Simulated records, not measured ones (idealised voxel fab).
The process module that follows is named voxel transistor to metal.
Xsec cut, 205 nm wide, square cell size 5 nm.
Throughout this document, each cross-section is represented as a grid of square cells and is presented as a sequence of bands enumerated from the top downward, where a band comprises one or more rows of cells. It is stipulated that each band's entry specify, in nanometres, the height of the top of the band and then that of its bottom, followed by the materials of the band in left-to-right sequence, each together with its width in nanometres. A single material marked by the word "edge to edge" is understood to fill the band from edge to edge; the word "blank" is understood to denote empty space. The level at which height equals 0 is the one under which the wafer, as it arrives, is entirely one material. No lower edge exists for the bottom band, which continues downward and is notated as in "0 and below". Graded width ("30..40"): value in top row of band = first number; value in bottom row = second number; row-to-row change constant. Where a step carries "no change", the cross-section came out of it unchanged, cell for cell. "Cavities, sealed": sealed empty spaces, 8 cells or more, no open way to top, listed width x height at distance, with distance from the left edge and width, height and distance in nm. That trailing text on a step's line, after the settings, is the simulator's own remark on the step. You can add "overlay nm" to a step's line. For a step with a mask, it describes how far the mask lay to the right of its planned position, and a negative number describes a lay to the left.

Planned process steps:
1 op RECEIVE | material Si
2 op CONFORMAL_DEP | material SiO2 | thk nm 5
3 op CONFORMAL_DEP | material SiN | thk nm 15
4 op PATTERN | tone cover | mask id ACTIVE | material resist | width nm 115 | thk nm 15 | overlay nm 0
5 op DIRECTIONAL_ETCH | etch materials SiN | depth nm 15
6 op DIRECTIONAL_ETCH | etch materials SiO2 | depth nm 5
7 op DIRECTIONAL_ETCH | etch materials Si | depth nm 35
8 op STRIP | etch materials resist
9 op OXIDIZE | depth nm 5
10 op FILL_DEP | material SiO2 | thk nm 5
11 op CMP | height nm 20
12 op SELECTIVE_ETCH | etch materials SiO2 | depth nm 10
13 op STRIP | etch materials SiN
14 op SELECTIVE_ETCH | etch materials SiO2 | depth nm 5
15 op OXIDIZE | depth nm 5
16 op DIRECTIONAL_DEP | material polySi | thk nm 20
17 op DIRECTIONAL_DEP | material SiCN | thk nm 15
18 op PATTERN | tone cover | mask id GATE | material resist | width nm 35 | thk nm 15 | overlay nm 0
19 op DIRECTIONAL_ETCH | etch materials SiCN | depth nm 25
20 op DIRECTIONAL_ETCH | etch materials polySi | depth nm 30
21 op STRIP | etch materials resist
22 op CONFORMAL_DEP | material SiN | thk nm 5
23 op DIRECTIONAL_ETCH | etch materials SiN | depth nm 5
24 op DIRECTIONAL_ETCH | etch materials SiO2 | depth nm 5
25 op DIRECTIONAL_ETCH | etch materials Si | depth nm 5
26 op EPI | material nSi | thk nm 10
27 op FILL_DEP | material SiO2 | thk nm 10
28 op CMP | height nm 20
29 op STRIP | etch materials polySi
30 op SELECTIVE_ETCH | etch materials SiO2 | depth nm 5
31 op CONFORMAL_DEP | material HfO2 | thk nm 5
32 op CONFORMAL_DEP | material TiN | thk nm 5
33 op FILL_DEP | material W | thk nm 5
34 op CMP | height nm 15
35 op DIRECTIONAL_DEP | material SiO2 | thk nm 10
36 op MASKED_ETCH | tone open | mask id CONTACT | width nm 20 | pitch nm 85 | etch materials SiO2 | depth nm 25 | overlay nm 0
37 op CONFORMAL_DEP | material TiN | thk nm 5
38 op FILL_DEP | material Ru | thk nm 5
39 op CMP | height nm 25
40 op CONFORMAL_DEP | material SiCN | thk nm 5
41 op DIRECTIONAL_DEP | material lowk | thk nm 25
42 op MASKED_ETCH | tone open | mask id METAL_1 | width nm 20 | pitch nm 85 | etch materials lowk | depth nm 25 | overlay nm 0
43 op MASKED_ETCH | tone open | mask id METAL_1 | width nm 20 | pitch nm 85 | etch materials SiCN | depth nm 5 | overlay nm 0
44 op CONFORMAL_DEP | material TiN | thk nm 5
45 op FILL_DEP | material Cu | thk nm 5
46 op CMP | height nm 55
47 op CONFORMAL_DEP | material SiCN | thk nm 5
48 op DIRECTIONAL_DEP | material lowk | thk nm 30
49 op DIRECTIONAL_DEP | material aC | thk nm 10
50 op PATTERN | tone open | mask id METAL_2_HOLES | material resist | width nm 15 | pitch nm 85 | thk nm 25 | overlay nm 0
51 op DIRECTIONAL_ETCH | etch materials aC | depth nm 10
52 op STRIP | etch materials resist
53 op DIRECTIONAL_ETCH | etch materials lowk | depth nm 30
54 op STRIP | etch materials aC
55 op DIRECTIONAL_DEP | material aC | thk nm 10
56 op PATTERN | tone open | mask id METAL_2 | material resist | width nm 20 | pitch nm 85 | thk nm 25 | overlay nm 0
57 op DIRECTIONAL_ETCH | etch materials aC | depth nm 10
58 op STRIP | etch materials resist
59 op DIRECTIONAL_ETCH | etch materials lowk | depth nm 15
60 op DIRECTIONAL_ETCH | etch materials SiCN | depth nm 5
61 op STRIP | etch materials aC
62 op CONFORMAL_DEP | material TiN | thk nm 5
63 op FILL_DEP | material Cu | thk nm 5
64 op CMP | height nm 90
65 op CONFORMAL_DEP | material SiN | thk nm 5

The cross-section here shows the wafer as received, i.e. in its state after step 1:
    0 and below = Si edge to edge
    Cavities, sealed: none

The following cross-section depicts the wafer upon conclusion of the module. Processing commenced from the starting condition illustrated above and adhered to the plan illustrated above, save for one mistake in execution:
    95 down to 90 = SiN edge to edge
    90 down to 80 = 50 of lowk  5 of TiN  10 of Cu  5 of TiN  65 of lowk  5 of TiN  10 of Cu  5 of TiN  50 of lowk
    80 down to 75 = 50 of lowk  5 of TiN  5 of Cu  10 of TiN  65 of lowk  5 of TiN  5 of Cu  10 of TiN  50 of lowk
    75 down to 60 = 50 of lowk  5 of TiN  5 of Cu  5 of TiN  70 of lowk  5 of TiN  5 of Cu  5 of TiN  55 of lowk
    60 down to 55 = 50 of SiCN  15 of TiN  70 of SiCN  15 of TiN  55 of SiCN
    55 down to 30 = 50 of lowk  5 of TiN  10 of Cu  5 of TiN  65 of lowk  5 of TiN  10 of Cu  5 of TiN  50 of lowk
    30 down to 25 = 50 of SiCN  20 of TiN  65 of SiCN  20 of TiN  50 of SiCN
    25 down to 15 = 50 of SiO2  5 of TiN  10 of Ru  5 of TiN  65 of SiO2  5 of TiN  10 of Ru  5 of TiN  50 of SiO2
    15 down to 10 = 50 of SiO2  5 of TiN  10 of Ru  5 of TiN  10 of SiO2  5 of SiN  15 of HfO2  5 of TiN  15 of HfO2  5 of SiN  10 of SiO2  5 of TiN  10 of Ru  5 of TiN  50 of SiO2
    10 down to 5 = 50 of SiO2  5 of TiN  10 of Ru  5 of TiN  10 of SiO2  5 of SiN  35 of HfO2  5 of SiN  10 of SiO2  5 of TiN  10 of Ru  5 of TiN  50 of SiO2
    5 down to 0 = 40 of SiO2  5 of SiN  5 of SiO2  20 of TiN  10 of nSi  5 of SiN  35 of HfO2  5 of SiN  10 of nSi  20 of TiN  5 of SiO2  5 of SiN  40 of SiO2
    0 down to -5 = 45 of SiO2  35 of nSi  45 of HfO2  35 of nSi  45 of SiO2
    -5 down to -10 = 50 of SiO2  30 of nSi  45 of Si  30 of nSi  50 of SiO2
    -10 down to -40 = 50 of SiO2  105 of Si  50 of SiO2
    -40 and below = Si edge to edge
    Cavities, sealed: none
Which mistake was made when the wafer was run? in deviation from the planned setting, step 31 was conducted as op CONFORMAL_DEP | material HfO2 | thk nm 15
